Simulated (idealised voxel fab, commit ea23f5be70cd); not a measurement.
Process module under the name voxel tone inversion
Xsec cut, 270 nm wide, square cell size 5 nm.
We lay out every cross-section as a grid of square cells and spell it out in bands from the top down, where one band means one or more rows of cells. The entry gives the band's vertical extent as a top height and a bottom height in nm, then its horizontal make-up as materials from left to right, each with a width in nm. "empty" stands for empty space; a single material marked "everywhere" fills the band edge to edge. For the purposes of this specification, 0 denotes the height below which the wafer in its as-received condition is composed wholly of one material, and the lowermost band, lacking a lower limit, extends downward without end, as expressed in "z 0 and below". Width "30->40": first value at the band's top row of cells, second value at its bottom row, equal change from row to row. Reading "no change occurred" for a step: not a cell of the cross-section changed in it. "Encapsulated voids" - sealed voids, min. 8 cells, no opening to top; format: width x height at distance (distance from left edge; nm throughout). The remark found on a step's line after its settings is issued by the simulator itself and pertains to that step. overlay nm: right-of-plan distance of the mask on a masked step; negative values mean left-of-plan.
So here's the lineup of process steps we planned:
1: op RECEIVE | material Si
2: op CONFORMAL_DEP | material SiCN | thk nm 5
3: op DIRECTIONAL_DEP | material aC | thk nm 20
4: op PATTERN | tone cover | mask id POSTS | material resist | width nm 20 | pitch nm 50 | thk nm 30 | overlay nm 0
5: op DIRECTIONAL_ETCH | etch materials aC | depth nm 20
6: op STRIP | etch materials resist
7: op FILL_DEP | material lowk | thk nm 5
8: op CMP | height nm 25
9: op STRIP | etch materials aC
10: op CONFORMAL_DEP | material TiN | thk nm 5
11: op FILL_DEP | material Ru | thk nm 5
12: op CMP | height nm 25
13: op CONFORMAL_DEP | material SiN | thk nm 5
Received-state cross-section, reflecting completion of step 1:
* z 0 and below = Si everywhere
* Encapsulated voids: none
End-of-module cross-section of the first of two wafers, processed as planned:
* z 30 to 25 = SiN everywhere
* z 25 to 10 = lowk=100; TiN=5; Ru=10; TiN=5; lowk=30; TiN=5; Ru=10; TiN=5; lowk=100
* z 10 to 5 = lowk=100; TiN=20; lowk=30; TiN=20; lowk=100
* z 5 to 0 = SiCN everywhere
* z 0 and below = Si everywhere
* Encapsulated voids: none
Cross-section, wafer two of two, end of module: same start and plan as wafer one, one error in execution:
* z 30 to 25 = SiN everywhere
* z 25 to 20 = lowk everywhere
* z 20 to 0 = lowk=100; aC=20; lowk=30; aC=20; lowk=100
* z 0 and below = Si everywhere
* Encapsulated voids: none
Finding, execution versus plan: plan step 2 never ran because it was skipped
Count the cells at the end and the second wafer has more or fewer of some materials than the first: Ru: 12 fewer | SiCN: 54 fewer | TiN: 20 fewer | aC: 32 more | lowk: 54 more
